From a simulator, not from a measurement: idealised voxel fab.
Proc. module: voxel capacitor over wiring
The width of the displayed cross-section, cut, is 295 nm; its cells are square, with a size of 5 nm.
Reading order for cross-sections: top band down to bottom band. Underlying form: a grid of square cells. Band size: one or more rows of cells. What a band's entry tells you: where the top is and where the bottom is, as heights in nm, and after that what lies inside, material by material from left to right, each with its width in nm. Empty space is written as the word "empty", and a single material marked with the word "throughout" occupies the band from edge to edge. Beneath 0, the wafer as received is one material, and that level is where height counting begins. The lowest band goes on downward without a bottom; it is written like "from 0 down". A two-number width, for instance "30->40", indicates that the width is equal to the first number in the top row of the band and to the second number in the bottom row, and that it changes by a constant amount per row of cells. Step note "everything unchanged" = no cross-section cell changed. Basically, "Cavities, closed" tells you about the enclosed voids: empty spaces with no open way to the top, 8 cells or bigger, each written width x height at distance, where distance is from the left edge, all in nm. Where a step's line continues beyond its settings, the continuation is a remark by the simulator itself on that step. Regarding "overlay nm": on a step with a mask, it is the distance the mask lay to the right of its planned place; a negative value places it to the left.
INTENDED PROCESS STEPS
| 1 | RECEIVE (material Si) |
| 2 | CONFORMAL_DEP (material SiO2; thk nm 10) |
| 3 | CONFORMAL_DEP (material SiN; thk nm 5) |
| 4 | DIRECTIONAL_DEP (material lowk; thk nm 25) |
| 5 | MASKED_ETCH (tone open; mask id METAL_1; width nm 20; pitch nm 85; etch materials lowk; depth nm 25; overlay nm 0) |
| 6 | MASKED_ETCH (tone open; mask id METAL_1; width nm 20; pitch nm 85; etch materials SiN; depth nm 5; overlay nm 0) |
| 7 | CONFORMAL_DEP (material TiN; thk nm 5) |
| 8 | FILL_DEP (material Cu; thk nm 5) |
| 9 | CMP (height nm 40) |
| 10 | CONFORMAL_DEP (material SiCN; thk nm 5) |
| 11 | DIRECTIONAL_DEP (material lowk; thk nm 10) |
| 12 | MASKED_ETCH (tone open; mask id PLUG_1; width nm 15; etch materials lowk; depth nm 10; overlay nm 0) |
| 13 | MASKED_ETCH (tone open; mask id PLUG_1; width nm 15; etch materials SiCN; depth nm 5; overlay nm 0) |
| 14 | EPI (material Ru; thk nm 10) |
| 15 | EPI (material Ru; thk nm 5) |
| 16 | DIRECTIONAL_DEP (material TiN; thk nm 10) |
| 17 | DIRECTIONAL_DEP (material SiN; thk nm 5) |
| 18 | DIRECTIONAL_DEP (material TiN; thk nm 5) |
| 19 | DIRECTIONAL_DEP (material aC; thk nm 15) |
| 20 | PATTERN (tone cover; mask id UPPER_PLATE; material resist; width nm 60; thk nm 30; overlay nm 0) |
| 21 | DIRECTIONAL_ETCH (etch materials aC; depth nm 15) |
| 22 | STRIP (etch materials resist) |
| 23 | DIRECTIONAL_ETCH (etch materials TiN; depth nm 5) |
| 24 | DIRECTIONAL_ETCH (etch materials SiN; depth nm 5) |
| 25 | STRIP (etch materials aC) |
| 26 | DIRECTIONAL_DEP (material aC; thk nm 15) |
| 27 | PATTERN (tone cover; mask id LOWER_PLATE; material resist; width nm 80; thk nm 30; overlay nm 0) |
| 28 | DIRECTIONAL_ETCH (etch materials aC; depth nm 15) |
| 29 | STRIP (etch materials resist) |
| 30 | DIRECTIONAL_ETCH (etch materials TiN; depth nm 10) |
| 31 | STRIP (etch materials aC) |
| 32 | FILL_DEP (material SiO2; thk nm 15) |
| 33 | CMP (height nm 85) |
| 34 | PATTERN (tone open; mask id PLUG_2; material resist; width nm 15; thk nm 15; overlay nm 0) |
| 35 | DIRECTIONAL_ETCH (etch materials SiO2; depth nm 10) |
| 36 | STRIP (etch materials resist) |
| 37 | CONFORMAL_DEP (material TiN; thk nm 5) |
| 38 | FILL_DEP (material W; thk nm 5) |
| 39 | CMP (height nm 85) |
| 40 | CONFORMAL_DEP (material SiCN; thk nm 5) |
Split variable: width nm, step 20. Plan value = first wafer. Wafers start alike.
CROSS-SECTION OF THE FIRST OF SEVERAL WAFERS AS RECEIVED (AFTER STEP 1)
  from 0 down  Si throughout
  Cavities, closed: none
WHAT FOLLOWS IS A TABLE IN WHICH EACH WAFER OCCUPIES A ROW; FOR THE WAFER AS IT STANDS AT THE CLOSE OF THE MODULE, THE ROW STATES, MATERIAL BY MATERIAL, HOW MANY CELLS HAVE BEEN GAINED (+) OR LOST (-) SINCE RECEIPT, AND THEN GIVES ITS CLOSED VOIDS
width nm 60, +20 Cu, +9 Ru, +115 SiCN, +63 SiN, +410 SiO2, +77 TiN, +1 W, +367 lowk, Cavities, closed: none
width nm 65, +20 Cu, +9 Ru, +115 SiCN, +64 SiN, +408 SiO2, +78 TiN, +1 W, +367 lowk, Cavities, closed: none
width nm 70, +20 Cu, +9 Ru, +115 SiCN, +65 SiN, +406 SiO2, +79 TiN, +1 W, +367 lowk, Cavities, closed: none
width nm 75, +20 Cu, +9 Ru, +115 SiCN, +66 SiN, +404 SiO2, +80 TiN, +1 W, +367 lowk, Cavities, closed: none
width nm 80, +20 Cu, +9 Ru, +115 SiCN, +67 SiN, +402 SiO2, +81 TiN, +1 W, +367 lowk, Cavities, closed: none
width nm 85, +20 Cu, +9 Ru, +115 SiCN, +68 SiN, +399 SiO2, +83 TiN, +1 W, +367 lowk, Cavities, closed: none
